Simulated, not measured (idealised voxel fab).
The process module presented herein is designated voxel self aligned vias.
Section cut is 190 nm wide and gridded with 5 nm square cells.
The cross-sections in this document take the form of a grid made of square cells. They are written out as bands, in order from top to bottom. Each band consists of one or more rows of cells.
Top, bottom (nm), then materials left to right with widths (nm); lone material tagged "full width" fills the whole band edge to edge; "blank" = empty space.
Heights are expressed relative to 0, this being the level below which the as-received wafer comprises one material exclusively. The lowest band is unbounded in the downward direction and is denoted as in "0 nm and below".
Width "30->40": first value at the band's top row of cells, second value at its bottom row, equal change from row to row.
Key: "nothing changed" - step with no changed cell in the cross-section.
What "Closed cavity list" gives you is every empty space of 8 cells or more that is cut off from the top. Each appears as width x height at distance, with the distance taken from the left edge and width, height and distance all in nm.
On each step's line, the part that comes after the settings is the simulator's own comment on the step.
The setting "overlay nm" may be written on the line of a step. When the step uses a mask, the value reports how far to the right of the planned place the mask lay, and a negative value reports that it lay to the left.
THE PROCESS STEPS THAT WERE PLANNED ARE LISTED BELOW
1,RECEIVE with material Si
2,CONFORMAL_DEP with material SiO2, thk nm 10
3,CONFORMAL_DEP with material SiCN, thk nm 5
4,DIRECTIONAL_DEP with material lowk, thk nm 30
5,DIRECTIONAL_DEP with material aC, thk nm 10
6,PATTERN with tone open, mask id LINES, material resist, width nm 30, pitch nm 80, thk nm 25, overlay nm 0
7,DIRECTIONAL_ETCH with etch materials aC, depth nm 10
8,STRIP with etch materials resist
9,DIRECTIONAL_ETCH with etch materials lowk, depth nm 30
10,STRIP with etch materials aC
11,CONFORMAL_DEP with material TiN, thk nm 5
12,FILL_DEP with material Ru, thk nm 5
13,CMP with height nm 45
14,SELECTIVE_ETCH with etch materials W Ru TiN, depth nm 10
15,FILL_DEP with material SiN, thk nm 5
16,CMP with height nm 45
17,DIRECTIONAL_DEP with material lowk, thk nm 20
18,DIRECTIONAL_DEP with material aC, thk nm 10
19,PATTERN with tone open, mask id VIAS, material resist, width nm 50, pitch nm 80, thk nm 25, overlay nm 0
20,DIRECTIONAL_ETCH with etch materials aC, depth nm 10
21,STRIP with etch materials resist
22,DIRECTIONAL_ETCH with etch materials lowk, depth nm 20
23,DIRECTIONAL_ETCH with etch materials SiN, depth nm 10
24,STRIP with etch materials aC
25,CONFORMAL_DEP with material TiN, thk nm 5
26,FILL_DEP with material W, thk nm 5
27,CMP with height nm 65
28,CONFORMAL_DEP with material SiCN, thk nm 5
SHOWN IN CROSS-SECTION IS THE WAFER AS RECEIVED, THAT IS, AS IT STANDS AFTER STEP 1
> 0 nm and below  Si full width
> Closed cavity list: none
WAFER CROSS-SECTION AT END OF MODULE: START AND PLAN AS SHOWN ABOVE, ONE EXECUTION ERROR
> 70 nm to 65 nm  SiCN full width
> 65 nm to 50 nm  lowk 30 nm, then TiN 5 nm, then W 40 nm, then TiN 5 nm, then lowk 30 nm, then TiN 5 nm, then W 40 nm, then TiN 5 nm, then lowk 30 nm
> 50 nm to 40 nm  lowk 30->40 nm, then TiN 15->5 nm, then W 20 nm, then TiN 15->5 nm, then lowk 30->50 nm, then TiN 15->5 nm, then W 20 nm, then TiN 15->5 nm, then lowk 30->40 nm
> 40 nm to 35 nm  lowk 40 nm, then TiN 30 nm, then lowk 50 nm, then TiN 30 nm, then lowk 40 nm
> 35 nm to 20 nm  lowk 40 nm, then TiN 5 nm, then Ru 20 nm, then TiN 5 nm, then lowk 50 nm, then TiN 5 nm, then Ru 20 nm, then TiN 5 nm, then lowk 40 nm
> 20 nm to 15 nm  lowk 40 nm, then TiN 30 nm, then lowk 50 nm, then TiN 30 nm, then lowk 40 nm
> 15 nm to 5 nm  SiO2 full width
> 5 nm to 0 nm  SiCN full width
> 0 nm and below  Si full width
> Closed cavity list: none
Where did the run depart from the plan? deviation from plan: step 3 and step 2 executed in one another's positions
